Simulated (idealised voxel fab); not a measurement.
Process module in this document: voxel released beams
It is cross-section cut that appears here, measuring 230 nm in width, its square cells being 5 nm in size.
Notation: cross-section as square-cell grid; stated in bands, top first, going down; one or more cell rows per band. Band: top and bottom heights (nm) first, top before bottom; then materials from left to right, widths in nm. "edge to edge" marks a sole material filling the band edge to edge. "air" denotes empty space. Counting heights begins at 0, where everything beneath is, in the wafer as received, one material. The lowest band has no bottom; it goes on downwards, as "from 0 down" shows. A two-number width, for instance "30->40", indicates that the width is equal to the first number in the top row of the band and to the second number in the bottom row, and that it changes by a constant amount per row of cells. A step reported as "identical to before" is a step in which no cell of the cross-section changed. For the entry "Trapped void list", the listed items are empty spaces with no open way to the top whose size is 8 cells or more; each item follows the pattern width x height at distance, where distance is from the left edge and all three are in nm. The remark found on a step's line after its settings is issued by the simulator itself and pertains to that step. For masked steps, "overlay nm" on the step line gives how far right of plan the mask actually lay; a minus sign means it lay to the left.
**List of planned process steps**
| 1 | RECEIVE (material Si) |
| 2 | CONFORMAL_DEP (material SiN; thk nm 5) |
| 3 | DIRECTIONAL_DEP (material SiO2; thk nm 20) |
| 4 | DIRECTIONAL_DEP (material aC; thk nm 10) |
| 5 | PATTERN (tone open; mask id ANCHOR; material resist; width nm 25; thk nm 30; overlay nm 0) |
| 6 | DIRECTIONAL_ETCH (etch materials aC; depth nm 10) |
| 7 | STRIP (etch materials resist) |
| 8 | DIRECTIONAL_ETCH (etch materials SiO2; depth nm 20) |
| 9 | STRIP (etch materials aC) |
| 10 | CONFORMAL_DEP (material polySi; thk nm 10) |
| 11 | DIRECTIONAL_DEP (material aC; thk nm 15) |
| 12 | PATTERN (tone cover; mask id BEAM; material resist; width nm 110; thk nm 30; overlay nm 0) |
| 13 | DIRECTIONAL_ETCH (etch materials aC; depth nm 15) |
| 14 | STRIP (etch materials resist) |
| 15 | DIRECTIONAL_ETCH (etch materials polySi; depth nm 10) |
| 16 | STRIP (etch materials aC) |
| 17 | STRIP (etch materials SiO2) |
**Wafer at receipt (post step 1), cross-section**
> from 0 down: Si edge to edge
> Trapped void list: none
**First of two wafers: cross-section at end of module, run per plan**
> from 35 to 25: air 55 | polySi 15 | air 5 | polySi 90 | air 65
> from 25 to 15: air 60 | polySi 10 | air 5 | polySi 10 | air 145
> from 15 to 5: air 60 | polySi 25 | air 145
> from 5 to 0: SiN edge to edge
> from 0 down: Si edge to edge
> Trapped void list: none
**Presented here is a cross-section of the second of the two wafers as it stood at the end of the module. It was started in the same manner and assigned the same plan as the first wafer; however, one mistake was made in its execution**
> from 35 to 25: SiN 70 | air 5 | SiN 155
> from 25 to 15: SiO2 60 | SiN 10 | air 5 | SiN 10 | SiO2 145
> from 15 to 5: SiO2 60 | SiN 25 | SiO2 145
> from 5 to 0: SiN edge to edge
> from 0 down: Si edge to edge
> Trapped void list: none
Diagnosis: step 10 ran with different settings than intended, the actual operation and settings being CONFORMAL_DEP (material SiN; thk nm 10)
Final difference in cells, second wafer against first, listed per material as more or fewer: SiN +108 | SiO2 +164 | polySi -60
